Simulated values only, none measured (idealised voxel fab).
The following is a process module called voxel double patterning.
195 nm wide, 5 nm square cells: that's cross-section cut.
Notation: cross-section as square-cell grid; stated in bands, top first, going down; one or more cell rows per band.
Top height, bottom height, nm. Materials left to right, width each, nm. Single material + "full width" = fills band edge to edge. "empty" = empty.
Heights are expressed relative to 0, this being the level below which the as-received wafer comprises one material exclusively. The lowest band is unbounded in the downward direction and is denoted as in "0 -> down".
Graded width ("30..40"): value in top row of band = first number; value in bottom row = second number; row-to-row change constant.
Key: "changes: none" - step with no changed cell in the cross-section.
"Closed void catalog" specifies each empty space that is not open to the top and that occupies no fewer than 8 cells, using the form width x height at distance, the distance measured from the left edge and all three quantities in nm.
Post-settings text on a step line: simulator's own remark regarding the step.
A step line may carry the setting "overlay nm", which, for steps involving a mask, states the distance by which the mask lay to the right of its intended position; negative values denote displacement to the left.
-- The steps planned for the process are as follows
1. RECEIVE [material Si]
2. CONFORMAL_DEP [material SiO2] [thk nm 5]
3. DIRECTIONAL_DEP [material polySi] [thk nm 10]
4. DIRECTIONAL_DEP [material SiCN] [thk nm 10]
5. MASKED_ETCH [tone open] [mask id FIRST] [width nm 15] [pitch nm 50] [etch materials SiCN] [depth nm 10] [overlay nm 0]
6. PATTERN [tone open] [mask id SECOND] [material resist] [width nm 15] [thk nm 15] [overlay nm -15]
7. DIRECTIONAL_ETCH [etch materials SiCN] [depth nm 10]
8. STRIP [etch materials resist]
9. DIRECTIONAL_ETCH [etch materials polySi] [depth nm 10]
10. STRIP [etch materials SiCN]
It is noted that the wafers described herein are identical at the outset and are distinguished by the overlay nm of step 6; the value stated in the plan corresponds to the first wafer.
-- First wafer of several, as received: cross-section after step 1
- 0 -> down = Si full width
- Closed void catalog: none
-- First of several wafers: cross-section at the end of the module, after step 10, its last step
- 15 -> 5 = 65 polySi; 25 empty; 25 polySi; 15 empty; 65 polySi
- 5 -> 0 = SiO2 full width
- 0 -> down = Si full width
- Closed void catalog: none
-- Final wafer cross-section at module end
- 15 -> 5 = 65 polySi; 15 empty; 25 polySi; 25 empty; 65 polySi
- 5 -> 0 = SiO2 full width
- 0 -> down = Si full width
- Closed void catalog: none
-- Below: a row per wafer. Contents at end of module: for every material, cells gained since receipt (+) or lost since receipt (-); then closed voids
overlay nm -15; +39 SiO2; +62 polySi; Closed void catalog: none
overlay nm -10; +39 SiO2; +60 polySi; Closed void catalog: none
overlay nm -5; +39 SiO2; +60 polySi; Closed void catalog: none
overlay nm 0; +39 SiO2; +60 polySi; Closed void catalog: none
overlay nm 5; +39 SiO2; +60 polySi; Closed void catalog: none
overlay nm 10; +39 SiO2; +60 polySi; Closed void catalog: none
overlay nm 15; +39 SiO2; +62 polySi; Closed void catalog: none
